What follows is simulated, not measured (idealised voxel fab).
Presented below is a process module, voxel double patterning.
Each square cell in cross-section cut measures 5 nm, and the section as a whole is 300 nm wide.
A cross-section is written here as square cells arranged in a grid, and it is given in bands from the top down, each band taking up one or more rows of cells. The band entry comprises the height of the band's top followed by the height of its bottom, expressed in nm, and subsequently the band's materials from left to right, each stated together with its width in nm. Where a single material is marked with the word "all across", that material fills the band from edge to edge. The word "blank" represents empty space. The reference from which all heights are counted is 0, the level beneath which the as-received wafer is entirely one material; the lowest band, having no lower bound, proceeds downward and is written after the example "0 nm and below". The two numbers in a width such as "30..40" mark its ends across the band: the first belongs to the top row of cells, the second to the bottom row, and from each row to the next the width moves by the same amount. You'll sometimes find "remains unaltered" written for a step, and that's the way of saying that nowhere in the cross-section did a cell change during that step. Reported under the label "Trapped cavities" are the empty spaces having no open way to the top and comprising 8 cells or more; the notation for each is width x height at distance, in which the distance is measured from the left edge and all three values are in nm. Heads up: the bit after the settings on a step's line is the simulator's remark on that step. You can add "overlay nm" to a step's line. For a step with a mask, it describes how far the mask lay to the right of its planned position, and a negative number describes a lay to the left.

## The steps planned for the process are as follows
step 1: RECEIVE (material Si)
step 2: CONFORMAL_DEP (material SiN; thk nm 5)
step 3: DIRECTIONAL_DEP (material SiO2; thk nm 20)
step 4: DIRECTIONAL_DEP (material SiCN; thk nm 10)
step 5: DIRECTIONAL_DEP (material aC; thk nm 10)
step 6: PATTERN (tone open; mask id FIRST; material resist; width nm 15; pitch nm 50; thk nm 25; overlay nm 0)
step 7: DIRECTIONAL_ETCH (etch materials aC; depth nm 10)
step 8: STRIP (etch materials resist)
step 9: DIRECTIONAL_ETCH (etch materials SiCN; depth nm 10)
step 10: STRIP (etch materials aC)
step 11: DIRECTIONAL_DEP (material aC; thk nm 10)
step 12: PATTERN (tone open; mask id SECOND; material resist; width nm 15; pitch nm 50; thk nm 30; overlay nm 0)
step 13: DIRECTIONAL_ETCH (etch materials aC; depth nm 10)
step 14: STRIP (etch materials resist)
step 15: DIRECTIONAL_ETCH (etch materials SiCN; depth nm 10)
step 16: STRIP (etch materials aC)
step 17: DIRECTIONAL_ETCH (etch materials SiO2; depth nm 20)
step 18: STRIP (etch materials SiCN)

## First of two wafers, with the run carried out as planned

## Shown in cross-section is the wafer as received, that is, as it stands after step 1
* 0 nm and below: Si all across
* Trapped cavities: none

## after step 2
* 5 nm to 0 nm: SiN all across
* Nothing below the height 0 has changed.

## after step 3
* 25 nm to 5 nm: SiO2 all across
* Nothing below the height 5 has changed.

## after step 4
* 35 nm to 25 nm: SiCN all across
* Nothing below the height 25 has changed.

## after step 5
* 45 nm to 35 nm: aC all across
* Nothing below the height 35 has changed.

## after step 6
* 70 nm to 45 nm: 90 resist; 15 blank; 35 resist; 15 blank; 35 resist; 15 blank; 95 resist
* Nothing below the height 45 has changed.

## after step 7
* 60 nm to 45 nm: 90 resist; 15 blank; 35 resist; 15 blank; 35 resist; 15 blank; 95 resist
* 45 nm to 35 nm: 90 aC; 15 blank; 35 aC; 15 blank; 35 aC; 15 blank; 95 aC
* Nothing below the height 35 has changed.

## after step 8
* 45 nm to 35 nm: 90 aC; 15 blank; 35 aC; 15 blank; 35 aC; 15 blank; 95 aC
* Nothing below the height 35 has changed.

## after step 9
* 45 nm to 35 nm: 90 aC; 15 blank; 35 aC; 15 blank; 35 aC; 15 blank; 95 aC
* 35 nm to 25 nm: 90 SiCN; 15 blank; 35 SiCN; 15 blank; 35 SiCN; 15 blank; 95 SiCN
* Nothing below the height 25 has changed.

## after step 10
* 35 nm to 25 nm: 90 SiCN; 15 blank; 35 SiCN; 15 blank; 35 SiCN; 15 blank; 95 SiCN
* Nothing below the height 25 has changed.

## after step 11
* 45 nm to 35 nm: 90 aC; 15 blank; 35 aC; 15 blank; 35 aC; 15 blank; 95 aC
* 35 nm to 25 nm: 90 SiCN; 15 aC; 35 SiCN; 15 aC; 35 SiCN; 15 aC; 95 SiCN
* Nothing below the height 25 has changed.

## after step 12
* 75 nm to 45 nm: 115 resist; 15 blank; 35 resist; 15 blank; 120 resist
* 45 nm to 35 nm: 90 aC; 15 resist; 35 aC; 15 resist; 35 aC; 15 resist; 95 aC
* Nothing below the height 35 has changed.

## after step 13
* 65 nm to 45 nm: 115 resist; 15 blank; 35 resist; 15 blank; 120 resist
* 45 nm to 35 nm: 90 aC; 15 resist; 10 aC; 15 blank; 10 aC; 15 resist; 10 aC; 15 blank; 10 aC; 15 resist; 95 aC
* Nothing below the height 35 has changed.

## after step 14
* 45 nm to 35 nm: 90 aC; 15 blank; 10 aC; 15 blank; 10 aC; 15 blank; 10 aC; 15 blank; 10 aC; 15 blank; 95 aC
* Nothing below the height 35 has changed.

## after step 15
* 45 nm to 35 nm: 90 aC; 15 blank; 10 aC; 15 blank; 10 aC; 15 blank; 10 aC; 15 blank; 10 aC; 15 blank; 95 aC
* 35 nm to 25 nm: 90 SiCN; 15 aC; 10 SiCN; 15 blank; 10 SiCN; 15 aC; 10 SiCN; 15 blank; 10 SiCN; 15 aC; 95 SiCN
* Nothing below the height 25 has changed.

## after step 16
* 35 nm to 25 nm: 90 SiCN; 15 blank; 10 SiCN; 15 blank; 10 SiCN; 15 blank; 10 SiCN; 15 blank; 10 SiCN; 15 blank; 95 SiCN
* Nothing below the height 25 has changed.

## after step 17
* 35 nm to 25 nm: 90 SiCN; 15 blank; 10 SiCN; 15 blank; 10 SiCN; 15 blank; 10 SiCN; 15 blank; 10 SiCN; 15 blank; 95 SiCN
* 25 nm to 5 nm: 90 SiO2; 15 blank; 10 SiO2; 15 blank; 10 SiO2; 15 blank; 10 SiO2; 15 blank; 10 SiO2; 15 blank; 95 SiO2
* Nothing below the height 5 has changed.

## after step 18
* 25 nm to 5 nm: 90 SiO2; 15 blank; 10 SiO2; 15 blank; 10 SiO2; 15 blank; 10 SiO2; 15 blank; 10 SiO2; 15 blank; 95 SiO2
* Nothing below the height 5 has changed.

## Wafer two of the pair: same origin, same plan, one error during the run; identical to wafer one up to and including step 1

## Second wafer, section view, time point: scheduled end of step 2
* 20 nm to 0 nm: SiO2 all across
* Nothing below the height 0 has changed.

## Second wafer, section view, time point: scheduled end of step 3
* 25 nm to 20 nm: SiN all across
* Nothing below the height 20 has changed.

## Second wafer, section view, time point: scheduled end of step 4
* 35 nm to 25 nm: SiCN all across
* Nothing below the height 25 has changed.

## Second wafer, section view, time point: scheduled end of step 5
* 45 nm to 35 nm: aC all across
* Nothing below the height 35 has changed.

## Second wafer, section view, time point: scheduled end of step 6
* 70 nm to 45 nm: 90 resist; 15 blank; 35 resist; 15 blank; 35 resist; 15 blank; 95 resist
* Nothing below the height 45 has changed.

## Second wafer, section view, time point: scheduled end of step 7
* 60 nm to 45 nm: 90 resist; 15 blank; 35 resist; 15 blank; 35 resist; 15 blank; 95 resist
* 45 nm to 35 nm: 90 aC; 15 blank; 35 aC; 15 blank; 35 aC; 15 blank; 95 aC
* Nothing below the height 35 has changed.

## Second wafer, section view, time point: scheduled end of step 8
* 45 nm to 35 nm: 90 aC; 15 blank; 35 aC; 15 blank; 35 aC; 15 blank; 95 aC
* Nothing below the height 35 has changed.

## Second wafer, section view, time point: scheduled end of step 9
* 45 nm to 35 nm: 90 aC; 15 blank; 35 aC; 15 blank; 35 aC; 15 blank; 95 aC
* 35 nm to 25 nm: 90 SiCN; 15 blank; 35 SiCN; 15 blank; 35 SiCN; 15 blank; 95 SiCN
* Nothing below the height 25 has changed.

## Second wafer, section view, time point: scheduled end of step 10
* 35 nm to 25 nm: 90 SiCN; 15 blank; 35 SiCN; 15 blank; 35 SiCN; 15 blank; 95 SiCN
* Nothing below the height 25 has changed.

## Second wafer, section view, time point: scheduled end of step 11
* 45 nm to 35 nm: 90 aC; 15 blank; 35 aC; 15 blank; 35 aC; 15 blank; 95 aC
* 35 nm to 25 nm: 90 SiCN; 15 aC; 35 SiCN; 15 aC; 35 SiCN; 15 aC; 95 SiCN
* Nothing below the height 25 has changed.

## Second wafer, section view, time point: scheduled end of step 12
* 75 nm to 45 nm: 115 resist; 15 blank; 35 resist; 15 blank; 120 resist
* 45 nm to 35 nm: 90 aC; 15 resist; 35 aC; 15 resist; 35 aC; 15 resist; 95 aC
* Nothing below the height 35 has changed.

## Second wafer, section view, time point: scheduled end of step 13
* 65 nm to 45 nm: 115 resist; 15 blank; 35 resist; 15 blank; 120 resist
* 45 nm to 35 nm: 90 aC; 15 resist; 10 aC; 15 blank; 10 aC; 15 resist; 10 aC; 15 blank; 10 aC; 15 resist; 95 aC
* Nothing below the height 35 has changed.

## Second wafer, section view, time point: scheduled end of step 14
* 45 nm to 35 nm: 90 aC; 15 blank; 10 aC; 15 blank; 10 aC; 15 blank; 10 aC; 15 blank; 10 aC; 15 blank; 95 aC
* Nothing below the height 35 has changed.

## Second wafer, section view, time point: scheduled end of step 15
* 45 nm to 35 nm: 90 aC; 15 blank; 10 aC; 15 blank; 10 aC; 15 blank; 10 aC; 15 blank; 10 aC; 15 blank; 95 aC
* 35 nm to 25 nm: 90 SiCN; 15 aC; 10 SiCN; 15 blank; 10 SiCN; 15 aC; 10 SiCN; 15 blank; 10 SiCN; 15 aC; 95 SiCN
* Nothing below the height 25 has changed.

## Second wafer, section view, time point: scheduled end of step 16
* 35 nm to 25 nm: 90 SiCN; 15 blank; 10 SiCN; 15 blank; 10 SiCN; 15 blank; 10 SiCN; 15 blank; 10 SiCN; 15 blank; 95 SiCN
* Nothing below the height 25 has changed.

Second wafer, section view, time point: scheduled end of step 17: remains unaltered

## Second wafer, section view, time point: scheduled end of step 18
* 25 nm to 20 nm: SiN all across
* Nothing below the height 20 has changed.
In executing the process, a mistake was made relative to the plan: step 3 occupied the plan position of step 2, and the converse holds as well
Counted in cells at the end, the second wafer holds more or fewer of these materials than the first: +60 SiO2
